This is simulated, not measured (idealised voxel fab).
process module | voxel fin reveal
cross-section cut | 250 nm wide | cells 5 nm
A cross-section is a grid of square cells, given in bands from the top down. A band is one or more rows of cells.
Each band's line starts with the height of the band's top and of its bottom, in nm. Then come its materials from left to right, each with its width in nm. One material with "throughout" fills the band from edge to edge. "air" is empty space.
Height 0 is the level under which the wafer as received is all one material. The lowest band goes on downwards, as in "0 down".
A width such as "30 to 40" changes by the same amount from each row of cells to the next, from the band's top row to its bottom row.
"no change" after a step means that no cell of the cross-section changed.
closed voids: empty space of 8 cells or more with no open way to the top, each as width x height at its distance from the left edge, in nm
after a step's settings: what the simulator itself notes on the step
overlay nm, on a step with a mask: how far to the right of its planned place the mask lay; to the left if negative
plan
1 op RECEIVE | material Si
2 op CONFORMAL_DEP | material SiN | thk nm 5
3 op DIRECTIONAL_DEP | material aC | thk nm 15
4 op PATTERN | tone cover | mask id FINS | material resist | width nm 15 | pitch nm 35 | thk nm 35 | overlay nm 0
5 op DIRECTIONAL_ETCH | etch materials aC | depth nm 15
6 op STRIP | etch materials resist
7 op DIRECTIONAL_ETCH | etch materials SiN | depth nm 5
8 op DIRECTIONAL_ETCH | etch materials Si | depth nm 30
9 op STRIP | etch materials aC
10 op FILL_DEP | material SiO2 | thk nm 5
11 op CMP | height nm 5
12 op SELECTIVE_ETCH | etch materials SiO2 | depth nm 25
13 op STRIP | etch materials SiN
14 op CONFORMAL_DEP | material HfO2 | thk nm 5
as received, after step 1
  0 down: Si throughout
  closed voids: none
a wafer at the end: this start, this plan, one mistake
  5 to 0: air 60 | HfO2 25 | air 10 | HfO2 25 | air 10 | HfO2 25 | air 10 | HfO2 25 | air 60
  0 to -15: air 60 | HfO2 5 | Si 15 | HfO2 5 | air 10 | HfO2 5 | Si 15 | HfO2 5 | air 10 | HfO2 5 | Si 15 | HfO2 5 | air 10 | HfO2 5 | Si 15 | HfO2 5 | air 60
  -15 to -20: HfO2 45 | air 15 | HfO2 5 | Si 15 | HfO2 5 | air 10 | HfO2 5 | Si 15 | HfO2 5 | air 10 | HfO2 5 | Si 15 | HfO2 5 | air 10 | HfO2 5 | Si 15 | HfO2 5 | air 15 | HfO2 45
  -20 to -25: SiO2 40 | HfO2 25 | Si 15 | HfO2 20 | Si 15 | HfO2 20 | Si 15 | HfO2 20 | Si 15 | HfO2 25 | SiO2 40
  -25 to -30: SiO2 65 | Si 15 | SiO2 20 | Si 15 | SiO2 20 | Si 15 | SiO2 20 | Si 15 | SiO2 65
  -30 down: Si throughout
  closed voids: none
what went wrong: steps 12 and 13 were swapped
